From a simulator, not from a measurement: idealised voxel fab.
The process module presented herein is designated voxel transistor to metal.
cross-section cut | 295 nm wide | cells 5 nm
Think of the cross-section as a grid of square cells. We describe it in bands, top to bottom, and each band covers one or more rows of those cells. Read a band's entry like this: the first values are the height of its top and the height of its bottom in nm, and what follows is the sequence of materials from left to right, each with its width in nm. Note that "air" is empty space, and that a single material marked "all across" reaches across the band from edge to edge. Heights are expressed relative to 0, this being the level below which the as-received wafer comprises one material exclusively. The lowest band is unbounded in the downward direction and is denoted as in "0 nm and below". With a width like "30->40", each row of cells in the band differs from the next by the same amount, the top row carrying the first number and the bottom row the second. "nothing was modified" for a step: no cell of the cross-section changed in that step. "Voids, sealed" - sealed voids, min. 8 cells, no opening to top; format: width x height at distance (distance from left edge; nm throughout). On a step's line, text after the settings is the simulator commenting on that step. "overlay nm" on a masked step: distance the mask lay right of its planned place, negative for left.

-- plan
step 1: RECEIVE: material Si
step 2: CONFORMAL_DEP: material SiO2, thk nm 5
step 3: CONFORMAL_DEP: material SiN, thk nm 10
step 4: PATTERN: tone cover, mask id ACTIVE, material resist, width nm 115, pitch nm 145, thk nm 15, overlay nm 0
step 5: DIRECTIONAL_ETCH: etch materials SiN, depth nm 10
step 6: DIRECTIONAL_ETCH: etch materials SiO2, depth nm 5
step 7: DIRECTIONAL_ETCH: etch materials Si, depth nm 20
step 8: STRIP: etch materials resist
step 9: OXIDIZE: depth nm 5
step 10: FILL_DEP: material SiO2, thk nm 5
step 11: CMP: height nm 15
step 12: SELECTIVE_ETCH: etch materials SiO2, depth nm 10
step 13: STRIP: etch materials SiN
step 14: SELECTIVE_ETCH: etch materials SiO2, depth nm 5
step 15: OXIDIZE: depth nm 5
step 16: DIRECTIONAL_DEP: material polySi, thk nm 30
step 17: DIRECTIONAL_DEP: material SiCN, thk nm 10
step 18: DIRECTIONAL_DEP: material aC, thk nm 10
step 19: PATTERN: tone cover, mask id GATE, material resist, width nm 35, pitch nm 145, thk nm 25, overlay nm 0
step 20: DIRECTIONAL_ETCH: etch materials aC, depth nm 10
step 21: STRIP: etch materials resist
step 22: DIRECTIONAL_ETCH: etch materials SiCN, depth nm 20
step 23: DIRECTIONAL_ETCH: etch materials polySi, depth nm 40
step 24: STRIP: etch materials aC
step 25: CONFORMAL_DEP: material SiN, thk nm 10
step 26: DIRECTIONAL_ETCH: etch materials SiN, depth nm 10
step 27: DIRECTIONAL_ETCH: etch materials SiO2, depth nm 5
step 28: EPI: material pSi, thk nm 5
step 29: FILL_DEP: material SiO2, thk nm 10
step 30: CMP: height nm 30
step 31: STRIP: etch materials polySi
step 32: SELECTIVE_ETCH: etch materials SiO2, depth nm 5
step 33: CONFORMAL_DEP: material HfO2, thk nm 5
step 34: CONFORMAL_DEP: material TiN, thk nm 5
step 35: FILL_DEP: material W, thk nm 10
step 36: CMP: height nm 25
step 37: DIRECTIONAL_DEP: material SiO2, thk nm 10
step 38: MASKED_ETCH: tone open, mask id CONTACT, width nm 15, etch materials SiO2, depth nm 35, overlay nm 0
step 39: CONFORMAL_DEP: material TiN, thk nm 5
step 40: FILL_DEP: material Ru, thk nm 5
step 41: CMP: height nm 35
step 42: DIRECTIONAL_DEP: material TiN, thk nm 5
step 43: DIRECTIONAL_DEP: material Ru, thk nm 15
step 44: DIRECTIONAL_DEP: material aC, thk nm 15
step 45: PATTERN: tone cover, mask id METAL_1, material resist, width nm 15, thk nm 30, overlay nm 0
step 46: DIRECTIONAL_ETCH: etch materials aC, depth nm 15
step 47: STRIP: etch materials resist
step 48: DIRECTIONAL_ETCH: etch materials Ru, depth nm 15
step 49: DIRECTIONAL_ETCH: etch materials TiN, depth nm 5
step 50: STRIP: etch materials aC
step 51: CONFORMAL_DEP: material SiN, thk nm 5
step 52: FILL_DEP: material lowk, thk nm 5
step 53: CMP: height nm 55
step 54: CONFORMAL_DEP: material SiN, thk nm 5

-- Incoming wafer in cross-section (state: after step 1)
0 nm and below: Si all across
Voids, sealed: none

-- Final cross-section, module run with one mistake (start and plan as above)
60 nm to 55 nm: SiN all across
55 nm to 40 nm: lowk 20; SiN 5; Ru 15; SiN 5; lowk 55; SiN 5; Ru 15; SiN 5; lowk 40; SiN 5; Ru 15; SiN 5; lowk 55; SiN 5; Ru 15; SiN 5; lowk 25
40 nm to 35 nm: SiN 25; TiN 15; SiN 65; TiN 15; SiN 50; TiN 15; SiN 65; TiN 15; SiN 30
35 nm to 25 nm: SiO2 25; TiN 5; Ru 5; TiN 5; SiO2 65; TiN 5; Ru 5; TiN 5; SiO2 50; TiN 5; Ru 5; TiN 5; SiO2 65; TiN 5; Ru 5; TiN 5; SiO2 30
25 nm to 5 nm: SiO2 25; TiN 5; Ru 5; TiN 5; SiO2 5; SiN 10; TiN 5; W 25; TiN 5; SiN 10; SiO2 5; TiN 5; Ru 5; TiN 5; SiO2 50; TiN 5; Ru 5; TiN 5; SiO2 5; SiN 10; TiN 5; W 25; TiN 5; SiN 10; SiO2 5; TiN 5; Ru 5; TiN 5; SiO2 30
5 nm to 0 nm: SiO2 25; TiN 15; SiO2 5; SiN 10; TiN 5; W 25; TiN 5; SiN 10; SiO2 5; TiN 15; SiO2 50; TiN 15; SiO2 5; SiN 10; TiN 5; W 25; TiN 5; SiN 10; SiO2 5; TiN 15; SiO2 30
0 nm to -5 nm: SiO2 15; pSi 30; SiO2 5; TiN 45; SiO2 5; pSi 30; SiO2 30; pSi 30; SiO2 5; TiN 45; SiO2 5; pSi 30; SiO2 20
-5 nm to -25 nm: SiO2 20; Si 105; SiO2 40; Si 105; SiO2 25
-25 nm and below: Si all across
Voids, sealed: none
Heads up, the wafer didn't run the way we planned it: no execution of plan step 33; skipped
